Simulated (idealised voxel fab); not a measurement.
Process module, titled voxel wiring stack
Square cells of 5 nm make up the cross-section cut, whose width is 215 nm.
Cross-section = grid of square cells, listed top down in bands; band = one or more rows.
The band entry comprises the height of the band's top followed by the height of its bottom, expressed in nm, and subsequently the band's materials from left to right, each stated together with its width in nm. Where a single material is marked with the word "everywhere", that material fills the band from edge to edge. The word "blank" represents empty space.
Measure heights from 0. That's the level where, below it, the as-received wafer is all one material. The lowest band is bottomless and extends downward; write it as in "0 nm and below".
When a width is written as two numbers, as in "30->40", the first number is the width in the top row of cells of the band and the second is the width in its bottom row, and the width changes by the same amount from each row to the next.
"no change occurred" -> step changed no cross-section cell.
Each empty space that has no open way to the top and spans at least 8 cells appears under "Sealed-off cavities" as width x height at distance, the distance counted from the left edge, all in nm.
What comes after the settings on a step's line is commentary from the simulator itself on that step.
You can add "overlay nm" to a step's line. For a step with a mask, it describes how far the mask lay to the right of its planned position, and a negative number describes a lay to the left.
### Listed below are the process steps as planned
1,RECEIVE | material Si
2,CONFORMAL_DEP | material SiO2 | thk nm 15
3,DIRECTIONAL_DEP | material TiN | thk nm 5
4,DIRECTIONAL_DEP | material W | thk nm 25
5,MASKED_ETCH | tone cover | mask id METAL_1 | width nm 25 | pitch nm 50 | etch materials W | depth nm 25 | overlay nm 0
6,MASKED_ETCH | tone cover | mask id METAL_1 | width nm 25 | pitch nm 50 | etch materials TiN | depth nm 5 | overlay nm 0
7,CONFORMAL_DEP | material SiCN | thk nm 5
8,FILL_DEP | material lowk | thk nm 10
9,CMP | height nm 45
10,CONFORMAL_DEP | material SiCN | thk nm 5
11,DIRECTIONAL_DEP | material lowk | thk nm 10
12,DIRECTIONAL_DEP | material aC | thk nm 15
13,PATTERN | tone open | mask id PLUG_1 | material resist | width nm 15 | pitch nm 50 | thk nm 35 | overlay nm 0
14,DIRECTIONAL_ETCH | etch materials aC | depth nm 15
15,STRIP | etch materials resist
16,DIRECTIONAL_ETCH | etch materials lowk | depth nm 10
17,DIRECTIONAL_ETCH | etch materials SiCN | depth nm 5
18,STRIP | etch materials aC
19,CONFORMAL_DEP | material TiN | thk nm 5
20,FILL_DEP | material W | thk nm 5
21,CMP | height nm 60
22,DIRECTIONAL_DEP | material TiN | thk nm 5
23,DIRECTIONAL_DEP | material W | thk nm 15
24,MASKED_ETCH | tone cover | mask id METAL_2 | width nm 25 | pitch nm 50 | etch materials W | depth nm 15 | overlay nm 0
25,MASKED_ETCH | tone cover | mask id METAL_2 | width nm 25 | pitch nm 50 | etch materials TiN | depth nm 5 | overlay nm 0
26,CONFORMAL_DEP | material SiN | thk nm 5
27,FILL_DEP | material SiO2 | thk nm 5
28,CMP | height nm 80
29,CONFORMAL_DEP | material SiCN | thk nm 5
30,DIRECTIONAL_DEP | material SiO2 | thk nm 25
31,DIRECTIONAL_DEP | material aC | thk nm 15
32,PATTERN | tone open | mask id METAL_3 | material resist | width nm 25 | pitch nm 50 | thk nm 30 | overlay nm 0
33,DIRECTIONAL_ETCH | etch materials aC | depth nm 15
34,STRIP | etch materials resist
35,DIRECTIONAL_ETCH | etch materials SiO2 | depth nm 15
36,STRIP | etch materials aC
37,PATTERN | tone open | mask id METAL_3_HOLES | material resist | width nm 15 | thk nm 20 | overlay nm 0
38,DIRECTIONAL_ETCH | etch materials SiO2 | depth nm 10
39,DIRECTIONAL_ETCH | etch materials SiCN | depth nm 5
40,STRIP | etch materials resist
41,CONFORMAL_DEP | material TiN | thk nm 5
42,FILL_DEP | material Ru | thk nm 10
43,CMP | height nm 110
44,CONFORMAL_DEP | material SiN | thk nm 5
### As-received state of the wafer in cross-section, equivalent to post-step 1
  0 nm and below  Si everywhere
  Sealed-off cavities: none
### Starting wafer: above. Plan: above. Run: one mistake. Cross-section after the module: below
  115 nm to 110 nm  SiN everywhere
  110 nm to 100 nm  SiO2 70 / TiN 5 / Ru 15 / TiN 5 / SiO2 25 / TiN 5 / Ru 15 / TiN 5 / SiO2 70
  100 nm to 95 nm  SiO2 70 / TiN 5 / Ru 5 / TiN 15 / SiO2 25 / TiN 25 / SiO2 70
  95 nm to 85 nm  SiO2 70 / TiN 5 / Ru 5 / TiN 5 / SiO2 130
  85 nm to 80 nm  SiCN 70 / TiN 15 / SiCN 130
  80 nm to 70 nm  SiO2 65 / SiN 5 / W 25 / SiN 5 / SiO2 15 / SiN 5 / W 25 / SiN 5 / SiO2 65
  70 nm to 65 nm  SiO2 60 / SiN 10 / W 25 / SiN 10 / SiO2 5 / SiN 10 / W 25 / SiN 10 / SiO2 60
  65 nm to 60 nm  SiN 65 / TiN 35 / SiN 15 / TiN 35 / SiN 65
  60 nm to 50 nm  lowk 70 / TiN 5 / W 5 / TiN 5 / lowk 35 / TiN 5 / W 5 / TiN 5 / lowk 80
  50 nm to 45 nm  SiCN 70 / TiN 15 / SiCN 35 / TiN 15 / SiCN 80
  45 nm to 20 nm  lowk 65 / SiCN 5 / W 25 / SiCN 5 / lowk 15 / SiCN 5 / W 25 / SiCN 5 / lowk 65
  20 nm to 15 nm  SiCN 70 / TiN 25 / SiCN 25 / TiN 25 / SiCN 70
  15 nm to 0 nm  SiO2 everywhere
  0 nm and below  Si everywhere
  Sealed-off cavities: none
Against the plan, the run slipped here: the process deviated at step 25: the operation and settings actually run there were MASKED_ETCH | tone cover | mask id METAL_2 | width nm 35 | pitch nm 50 | etch materials TiN | depth nm 5 | overlay nm 0
